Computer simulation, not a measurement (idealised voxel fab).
Process module name: voxel lift off
We display cut, a cross-section 300 nm in width whose square cells are each 5 nm.
In this document a cross-section is written as a grid of square cells. It is given as a series of bands, listed from the top down, and a band is one or more rows of cells. Read a band's entry like this: the first values are the height of its top and the height of its bottom in nm, and what follows is the sequence of materials from left to right, each with its width in nm. Note that "air" is empty space, and that a single material marked "all across" reaches across the band from edge to edge. We count height from 0. Below that, the starting wafer is all one material. The lowest band never ends at the bottom but goes on down; see "0 and below" for how that is written. A width given as "30 to 40" starts at the first number in the band's top row and ends at the second number in its bottom row, shifting by an equal amount at every step from row to row. "nothing was modified" for a step: no cell of the cross-section changed in that step. Entry "Trapped voids" = empty spaces >= 8 cells with no open way to the top; each as width x height at distance, distance from left edge, all nm. Post-settings text on a step line: simulator's own remark regarding the step. Among the settings permitted on a step's line is "overlay nm"; applied to a step with a mask, it specifies the extent to which the mask lay to the right of its planned position, whereas a negative figure signifies a position to the left.

## plan
1) RECEIVE, material Si
2) CONFORMAL_DEP, material SiN, thk nm 15
3) PATTERN, tone open, mask id LINES, material resist, width nm 30, pitch nm 60, thk nm 20, overlay nm 0
4) DIRECTIONAL_DEP, material Ru, thk nm 10
5) STRIP, etch materials resist
6) CONFORMAL_DEP, material SiCN, thk nm 10

## Wafer, first of two, run as planned

## Incoming wafer, cross-sectional view, post step 1
- 0 and below: Si all across
- Trapped voids: none

## Sectional view: wafer, after step 2
- 15 down to 0: SiN all across
- Rest of section, below 0: as before.

## Sectional view: wafer, after step 3
- 35 down to 15: resist: 75, then air: 30, then resist: 30, then air: 30, then resist: 30, then air: 30, then resist: 75
- Rest of section, below 15: as before.

## Sectional view: wafer, after step 4
- 45 down to 35: Ru: 75, then air: 30, then Ru: 30, then air: 30, then Ru: 30, then air: 30, then Ru: 75
- 35 down to 25: resist: 75, then air: 30, then resist: 30, then air: 30, then resist: 30, then air: 30, then resist: 75
- 25 down to 15: resist: 75, then Ru: 30, then resist: 30, then Ru: 30, then resist: 30, then Ru: 30, then resist: 75
- Rest of section, below 15: as before.

## Sectional view: wafer, after step 5
- 25 down to 15: air: 75, then Ru: 30, then air: 30, then Ru: 30, then air: 30, then Ru: 30, then air: 75
- Rest of section, below 15: as before.

## Sectional view: wafer, after step 6
- 35 down to 25: air: 65, then SiCN: 50, then air: 10, then SiCN: 50, then air: 10, then SiCN: 50, then air: 65
- 25 down to 15: SiCN: 75, then Ru: 30, then SiCN: 30, then Ru: 30, then SiCN: 30, then Ru: 30, then SiCN: 75
- Rest of section, below 15: as before.

## For the second wafer, take the first wafer's start and plan, then add one mistake made in running it; everything through step 5, that step included, is shared with the first

Cross-sectional view of the second wafer at the intended end time of process step 6: nothing was modified
Error vs. plan: it should be noted that step 6 of the plan was omitted and was not performed
Upon completion, the second wafer contains, in terms of cells, a greater or smaller amount of certain materials than the first wafer: 144 fewer of SiCN
